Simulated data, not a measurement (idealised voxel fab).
The following process module bears the name voxel tone inversion.
Shown is cross-section cut, with a width of 205 nm and square cells of size 5 nm.
Cross-section format: a grid of square cells, given as bands from top to bottom; each band is one or more rows of cells. For a band, the entry starts with two heights in nm, that of the top and then that of the bottom, and carries on with the band's materials in order from left to right, each alongside its width in nm; the word "throughout" beside a single material means it fills the band edge to edge, and "air" means empty space. Heads up on the height convention: 0 is the point under which the incoming wafer is all one material, and the lowest band has no bottom, it just keeps going down, like "0 -> down". The width entry "30 to 40" should be interpreted row by row: the top row of cells in the band takes the first number, the bottom row takes the second number, and the change between adjacent rows is uniform throughout. Step note "all unchanged" = no cross-section cell changed. In the "Closed-off voids" entry, you get each enclosed empty space of 8 cells or more, one with no open way to the top, written width x height at distance, distance from the left edge, in nm. Formally, on a step line, whatever follows the settings is a remark that the simulator itself makes on the step. "overlay nm" on a masked step: distance the mask lay right of its planned place, negative for left.

[plan]
1: RECEIVE,material Si
2: CONFORMAL_DEP,material SiCN,thk nm 5
3: DIRECTIONAL_DEP,material aC,thk nm 25
4: PATTERN,tone cover,mask id POSTS,material resist,width nm 25,pitch nm 40,thk nm 35,overlay nm 0
5: DIRECTIONAL_ETCH,etch materials aC,depth nm 25
6: STRIP,etch materials resist
7: FILL_DEP,material lowk,thk nm 10
8: CMP,height nm 30
9: STRIP,etch materials aC
10: CONFORMAL_DEP,material TiN,thk nm 5
11: FILL_DEP,material Cu,thk nm 5
12: CMP,height nm 30
13: CONFORMAL_DEP,material SiN,thk nm 5
The thk nm used in step 2 is not the same on every wafer, whereas the starting condition is; the value printed in the plan is the first wafer's.

[Cross-section of the first of several wafers as received (after step 1)]
  0 -> down  Si throughout
  Closed-off voids: none

[Basically each wafer gets a line in the table, showing it at the end of the module: material by material, the cells it gained (+) or lost (-) since we got it, then its closed voids]
thk nm 5, +48 Cu, +41 SiCN, +41 SiN, +52 TiN, +105 lowk, Closed-off voids: none
thk nm 10, +36 Cu, +82 SiCN, +41 SiN, +44 TiN, +84 lowk, Closed-off voids: none
thk nm 15, +24 Cu, +123 SiCN, +41 SiN, +36 TiN, +63 lowk, Closed-off voids: none
thk nm 20, +12 Cu, +164 SiCN, +41 SiN, +28 TiN, +42 lowk, Closed-off voids: none
